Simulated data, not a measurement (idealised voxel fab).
Process module in this document: voxel self aligned vias
Section cut is 215 nm wide and gridded with 5 nm square cells.
Cross-sections here: square-cell grids, written as top-down lists of bands, a band being one or more rows of cells. For a band, the entry starts with two heights in nm, that of the top and then that of the bottom, and carries on with the band's materials in order from left to right, each alongside its width in nm; the word "edge to edge" beside a single material means it fills the band edge to edge, and "air" means empty space. Note: height 0 marks the level under which the wafer is uniformly one material as received. Lowest band unbounded below, written "z 0 and below". Read "30->40" as a graded width: first number on top, second number at the bottom, same change between each pair of neighbouring rows. Where a step carries "all unchanged", the cross-section came out of it unchanged, cell for cell. In the "Sealed voids" entry, you get each enclosed empty space of 8 cells or more, one with no open way to the top, written width x height at distance, distance from the left edge, in nm. On a step's line, text after the settings is the simulator commenting on that step. You can add "overlay nm" to a step's line. For a step with a mask, it describes how far the mask lay to the right of its planned position, and a negative number describes a lay to the left.

Process steps (planned):
1: RECEIVE [material Si]
2: CONFORMAL_DEP [material SiO2] [thk nm 10]
3: CONFORMAL_DEP [material SiCN] [thk nm 5]
4: DIRECTIONAL_DEP [material lowk] [thk nm 20]
5: DIRECTIONAL_DEP [material aC] [thk nm 15]
6: PATTERN [tone open] [mask id LINES] [material resist] [width nm 30] [pitch nm 75] [thk nm 35] [overlay nm 0]
7: DIRECTIONAL_ETCH [etch materials aC] [depth nm 15]
8: STRIP [etch materials resist]
9: DIRECTIONAL_ETCH [etch materials lowk] [depth nm 20]
10: STRIP [etch materials aC]
11: CONFORMAL_DEP [material TiN] [thk nm 5]
12: FILL_DEP [material Ru] [thk nm 10]
13: CMP [height nm 35]
14: SELECTIVE_ETCH [etch materials W Ru TiN] [depth nm 5]
15: FILL_DEP [material SiN] [thk nm 5]
16: CMP [height nm 35]
17: DIRECTIONAL_DEP [material lowk] [thk nm 15]
18: DIRECTIONAL_DEP [material aC] [thk nm 15]
19: PATTERN [tone open] [mask id VIAS] [material resist] [width nm 40] [pitch nm 75] [thk nm 30] [overlay nm 0]
20: DIRECTIONAL_ETCH [etch materials aC] [depth nm 15]
21: STRIP [etch materials resist]
22: DIRECTIONAL_ETCH [etch materials lowk] [depth nm 15]
23: DIRECTIONAL_ETCH [etch materials SiN] [depth nm 5]
24: STRIP [etch materials aC]
25: CONFORMAL_DEP [material TiN] [thk nm 5]
26: FILL_DEP [material Ru] [thk nm 5]
27: CMP [height nm 50]
28: CONFORMAL_DEP [material SiCN] [thk nm 5]
Don't read the plan's width nm for step 19 as applying to every wafer: that's the first wafer's value, and the wafers differ in it, though they all start identical.

Cross-section: the first of several wafers in its as-received state, i.e. following step 1:
> z 0 and below: Si edge to edge
> Sealed voids: none

What follows is a table in which each wafer occupies a row; for the wafer as it stands at the close of the module, the row states, material by material, how many cells have been gained (+) or lost (-) since receipt, and then gives its closed voids:
width nm 40, +48 Ru, +86 SiCN, +86 SiO2, +48 TiN, +205 lowk, Sealed voids: none
width nm 45, +52 Ru, +86 SiCN, +86 SiO2, +50 TiN, +199 lowk, Sealed voids: none
width nm 50, +56 Ru, +86 SiCN, +86 SiO2, +52 TiN, +193 lowk, Sealed voids: none
width nm 55, +60 Ru, +86 SiCN, +86 SiO2, +54 TiN, +187 lowk, Sealed voids: none
width nm 60, +64 Ru, +86 SiCN, +86 SiO2, +56 TiN, +181 lowk, Sealed voids: none
